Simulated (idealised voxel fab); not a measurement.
This section sets out a process module, namely voxel ribs on slabs.
Pictured: cross-section cut, 215 nm wide, on a grid of 5 nm square cells.
Bands, listed from the top down, are how a cross-section gets written in this document; the cross-section itself is a grid of square cells, and a band is one or more rows of them.
Quick guide to a band line: top height, bottom height (nm) up front; then every material left to right with its width in nm. Only one material and it's marked "edge to edge"? Then it fills the band edge to edge. And "blank" just means empty space.
Beneath 0, the wafer as received is one material, and that level is where height counting begins. The lowest band goes on downward without a bottom; it is written like "0 down".
Quick explanation for "30..40": the width changes in equal steps down the rows of cells, from the first number in the band's top row to the second number in its bottom row.
Step note "stayed the same" = no cross-section cell changed.
Closed-off voids of 8+ cells (no open route to the top) go in "Cavities, closed", written width x height at distance from the left edge, in nm.
after a step's settings: what the simulator itself notes on the step
Each step line may optionally specify "overlay nm", which for a step with a mask gives the rightward distance between the mask's planned place and where it lay, a negative value indicating the leftward direction.
-- So here's the lineup of process steps we planned
1: RECEIVE, material Si
2: DIRECTIONAL_DEP, material SiO2, thk nm 25
3: DIRECTIONAL_DEP, material SiN, thk nm 25
4: MASKED_ETCH, tone cover, mask id RIB, width nm 30, etch materials SiN, depth nm 15, overlay nm 0
5: DIRECTIONAL_DEP, material aC, thk nm 15
6: PATTERN, tone cover, mask id SLAB, material resist, width nm 60, thk nm 35, overlay nm 0
7: DIRECTIONAL_ETCH, etch materials aC, depth nm 15
8: STRIP, etch materials resist
9: DIRECTIONAL_ETCH, etch materials SiN, depth nm 10
10: STRIP, etch materials aC
11: FILL_DEP, material SiO2, thk nm 25
12: CMP, height nm 70
13: DIRECTIONAL_DEP, material W, thk nm 10
14: PATTERN, tone cover, mask id HEATER, material resist, width nm 40, thk nm 20, overlay nm 0
15: DIRECTIONAL_ETCH, etch materials W, depth nm 10
16: STRIP, etch materials resist
17: CONFORMAL_DEP, material SiO2, thk nm 5
-- Wafer as received: cross-section following step 1
    0 down = Si edge to edge
    Cavities, closed: none
-- End-of-module cross-section. Starting structure and process plan as above; one mistake made in running it
    85 to 80 = blank (80), then SiO2 (50), then blank (85)
    80 to 75 = blank (80), then SiO2 (5), then W (40), then SiO2 (5), then blank (85)
    75 to 70 = SiO2 (85), then W (40), then SiO2 (90)
    70 to 25 = SiO2 edge to edge
    25 to 0 = SiN edge to edge
    0 down = Si edge to edge
    Cavities, closed: none
What was done differently from what was planned? steps 2 and 3 of the plan were each performed in the slot designated for the other
